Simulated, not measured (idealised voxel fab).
Module name: voxel air gaps (process module)
For reference, the cross-section in this document is cut, with width 180 nm and square cells of 5 nm.
Cross-section = grid of square cells, listed top down in bands; band = one or more rows. What a band's entry tells you: where the top is and where the bottom is, as heights in nm, and after that what lies inside, material by material from left to right, each with its width in nm. Empty space is written as the word "air", and a single material marked with the word "all across" occupies the band from edge to edge. Height 0 is the level under which the wafer as received is all one material. The lowest band goes on downwards, as in "from 0 down". A width given as "30 to 40" starts at the first number in the band's top row and ends at the second number in its bottom row, shifting by an equal amount at every step from row to row. When a step is marked "nothing got changed", none of the cells in the cross-section changed during that step. "Closed internal cavities" contains a list of empty spaces, each no smaller than 8 cells and without an open way to the top, written in the form width x height at distance with the distance from the left edge and all three in nm. Note: text after step settings on the step line = simulator remark on that step. Each step line may optionally specify "overlay nm", which for a step with a mask gives the rightward distance between the mask's planned place and where it lay, a negative value indicating the leftward direction.

Process steps (planned)
1) RECEIVE (material Si)
2) CONFORMAL_DEP (material SiO2; thk nm 15)
3) CONFORMAL_DEP (material SiN; thk nm 5)
4) DIRECTIONAL_DEP (material SiO2; thk nm 40)
5) PATTERN (tone open; mask id LINES; material resist; width nm 15; pitch nm 45; thk nm 20; overlay nm 0)
6) DIRECTIONAL_ETCH (etch materials SiO2; depth nm 40)
7) STRIP (etch materials resist)
8) CONFORMAL_DEP (material TiN; thk nm 5)
9) FILL_DEP (material W; thk nm 5)
10) CMP (height nm 60)
11) EPI (material Ru; thk nm 10)
12) SELECTIVE_ETCH (etch materials SiO2; depth nm 50)
13) CONFORMAL_DEP (material SiCN; thk nm 5)

As received, after step 1
* from 0 down  Si all across
* Closed internal cavities: none

The first of two wafers, cross-sectioned at the end of the module, with the run proceeding as planned
* from 75 to 70  air 20 nm, SiCN 135 nm, air 25 nm
* from 70 to 60  air 20 nm, SiCN 5 nm, Ru 35 nm, SiCN 10 nm, Ru 35 nm, SiCN 10 nm, Ru 35 nm, SiCN 5 nm, air 25 nm
* from 60 to 55  air 20 nm, SiCN 15 nm, TiN 5 nm, W 5 nm, TiN 5 nm, SiCN 30 nm, TiN 5 nm, W 5 nm, TiN 5 nm, SiCN 30 nm, TiN 5 nm, W 5 nm, TiN 5 nm, SiCN 15 nm, air 25 nm
* from 55 to 25  air 30 nm, SiCN 5 nm, TiN 5 nm, W 5 nm, TiN 5 nm, SiCN 5 nm, air 20 nm, SiCN 5 nm, TiN 5 nm, W 5 nm, TiN 5 nm, SiCN 5 nm, air 20 nm, SiCN 5 nm, TiN 5 nm, W 5 nm, TiN 5 nm, SiCN 5 nm, air 35 nm
* from 25 to 20  SiCN 35 nm, TiN 15 nm, SiCN 30 nm, TiN 15 nm, SiCN 30 nm, TiN 15 nm, SiCN 40 nm
* from 20 to 15  SiN all across
* from 15 to 0  SiO2 all across
* from 0 down  Si all across
* Closed internal cavities: 20 x 30 at 55; 20 x 30 at 100

Cross-sectional view of the second of two wafers upon completion of the module. This wafer shared its starting condition and process plan with the first; one error was made during its execution
* from 75 to 70  air 25 nm, SiCN 135 nm, air 20 nm
* from 70 to 60  air 25 nm, SiCN 5 nm, Ru 35 nm, SiCN 10 nm, Ru 35 nm, SiCN 10 nm, Ru 35 nm, SiCN 5 nm, air 20 nm
* from 60 to 55  air 25 nm, SiCN 15 nm, TiN 5 nm, W 5 nm, TiN 5 nm, SiCN 30 nm, TiN 5 nm, W 5 nm, TiN 5 nm, SiCN 30 nm, TiN 5 nm, W 5 nm, TiN 5 nm, SiCN 15 nm, air 20 nm
* from 55 to 25  air 35 nm, SiCN 5 nm, TiN 5 nm, W 5 nm, TiN 5 nm, SiCN 5 nm, air 20 nm, SiCN 5 nm, TiN 5 nm, W 5 nm, TiN 5 nm, SiCN 5 nm, air 20 nm, SiCN 5 nm, TiN 5 nm, W 5 nm, TiN 5 nm, SiCN 5 nm, air 30 nm
* from 25 to 20  SiCN 40 nm, TiN 15 nm, SiCN 30 nm, TiN 15 nm, SiCN 30 nm, TiN 15 nm, SiCN 35 nm
* from 20 to 15  SiN all across
* from 15 to 0  SiO2 all across
* from 0 down  Si all across
* Closed internal cavities: 20 x 30 at 60; 20 x 30 at 105
What broke from the plan during processing? step 5 deviated from plan and actually ran as PATTERN (tone open; mask id LINES; material resist; width nm 15; pitch nm 45; thk nm 20; overlay nm 5)
At the end, each material covers as many cells on the second wafer as it does on the first, though the cells it covers are elsewhere.
